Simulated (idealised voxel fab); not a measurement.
Process module under the name voxel self aligned contacts
It is cross-section cut that appears here, measuring 270 nm in width, its square cells being 5 nm in size.
Heads up, the way a cross-section reads in here is a grid of square cells, handed over as bands from the top down, with every band being one or more rows of cells.
It is stipulated that each band's entry specify, in nanometres, the height of the top of the band and then that of its bottom, followed by the materials of the band in left-to-right sequence, each together with its width in nanometres. A single material marked by the word "full width" is understood to fill the band from edge to edge; the word "blank" is understood to denote empty space.
Heights are measured from 0, the level below which the as-received wafer is all one material; the lowest band has no bottom and continues downward, written as in "from 0 down".
Read "30 to 40" as a graded width: first number on top, second number at the bottom, same change between each pair of neighbouring rows.
You'll sometimes find "identical to before" written for a step, and that's the way of saying that nowhere in the cross-section did a cell change during that step.
In "Sealed void listing" the enclosed voids are listed, meaning empty spaces of 8 cells or larger without any opening to the top. The form is width x height at distance, distance from the left edge, units nm.
Post-settings text on a step line: simulator's own remark regarding the step.
For masked steps, "overlay nm" on the step line gives how far right of plan the mask actually lay; a minus sign means it lay to the left.
Process steps (planned)
| 1 | RECEIVE, material Si |
| 2 | CONFORMAL_DEP, material SiO2, thk nm 5 |
| 3 | DIRECTIONAL_DEP, material polySi, thk nm 20 |
| 4 | DIRECTIONAL_DEP, material SiN, thk nm 20 |
| 5 | DIRECTIONAL_DEP, material aC, thk nm 15 |
| 6 | PATTERN, tone cover, mask id GATE, material resist, width nm 25, pitch nm 65, thk nm 30, overlay nm 0 |
| 7 | DIRECTIONAL_ETCH, etch materials aC, depth nm 15 |
| 8 | STRIP, etch materials resist |
| 9 | DIRECTIONAL_ETCH, etch materials SiN, depth nm 20 |
| 10 | DIRECTIONAL_ETCH, etch materials polySi, depth nm 20 |
| 11 | STRIP, etch materials aC |
| 12 | CONFORMAL_DEP, material SiN, thk nm 10 |
| 13 | DIRECTIONAL_ETCH, etch materials SiN, depth nm 10 |
| 14 | FILL_DEP, material SiO2, thk nm 15 |
| 15 | CMP, height nm 55 |
| 16 | MASKED_ETCH, tone open, mask id CONTACT, width nm 50, pitch nm 65, etch materials SiO2, depth nm 55, overlay nm 0 |
| 17 | CONFORMAL_DEP, material TiN, thk nm 5 |
| 18 | FILL_DEP, material W, thk nm 5 |
| 19 | CMP, height nm 55 |
| 20 | CONFORMAL_DEP, material SiCN, thk nm 5 |
Where the wafers of this document differ is in the thk nm of step 20; they start out the same, and the plan states the value that applied to the first wafer.
Cross-sectional view of the first of several wafers in the as-received condition, corresponding to the state following step 1
	from 0 down: Si full width
	Sealed void listing: none
End of the module, past its last step, step 20: how the first of several wafers looks in cross-section
	from 60 to 55: SiCN full width
	from 55 to 45: 75 SiO2  5 to 20 TiN  40 to 10 W  5 to 20 TiN  15 SiO2  5 to 20 TiN  40 to 10 W  5 to 20 TiN  80 SiO2
	from 45 to 25: 45 SiO2  45 SiN  5 TiN  10 W  5 TiN  45 SiN  5 TiN  10 W  5 TiN  45 SiN  50 SiO2
	from 25 to 5: 45 SiO2  10 SiN  25 polySi  10 SiN  5 TiN  10 W  5 TiN  10 SiN  25 polySi  10 SiN  5 TiN  10 W  5 TiN  10 SiN  25 polySi  10 SiN  50 SiO2
	from 5 to 0: 90 SiO2  20 TiN  45 SiO2  20 TiN  95 SiO2
	from 0 down: Si full width
	Sealed void listing: none
So this is the cross-section on the last wafer at the end of the module
	from 75 to 55: SiCN full width
	from 55 to 45: 75 SiO2  5 to 20 TiN  40 to 10 W  5 to 20 TiN  15 SiO2  5 to 20 TiN  40 to 10 W  5 to 20 TiN  80 SiO2
	from 45 to 25: 45 SiO2  45 SiN  5 TiN  10 W  5 TiN  45 SiN  5 TiN  10 W  5 TiN  45 SiN  50 SiO2
	from 25 to 5: 45 SiO2  10 SiN  25 polySi  10 SiN  5 TiN  10 W  5 TiN  10 SiN  25 polySi  10 SiN  5 TiN  10 W  5 TiN  10 SiN  25 polySi  10 SiN  50 SiO2
	from 5 to 0: 90 SiO2  20 TiN  45 SiO2  20 TiN  95 SiO2
	from 0 down: Si full width
	Sealed void listing: none
The following table contains a row per wafer, in which are reported, at the conclusion of the module, the cells of each material gained (+) or lost (-) since the wafer's receipt, with its closed voids given thereafter
thk nm 5, +54 SiCN, +156 SiN, +266 SiO2, +60 TiN, +52 W, +60 polySi, Sealed void listing: none
thk nm 10, +108 SiCN, +156 SiN, +266 SiO2, +60 TiN, +52 W, +60 polySi, Sealed void listing: none
thk nm 15, +162 SiCN, +156 SiN, +266 SiO2, +60 TiN, +52 W, +60 polySi, Sealed void listing: none
thk nm 20, +216 SiCN, +156 SiN, +266 SiO2, +60 TiN, +52 W, +60 polySi, Sealed void listing: none
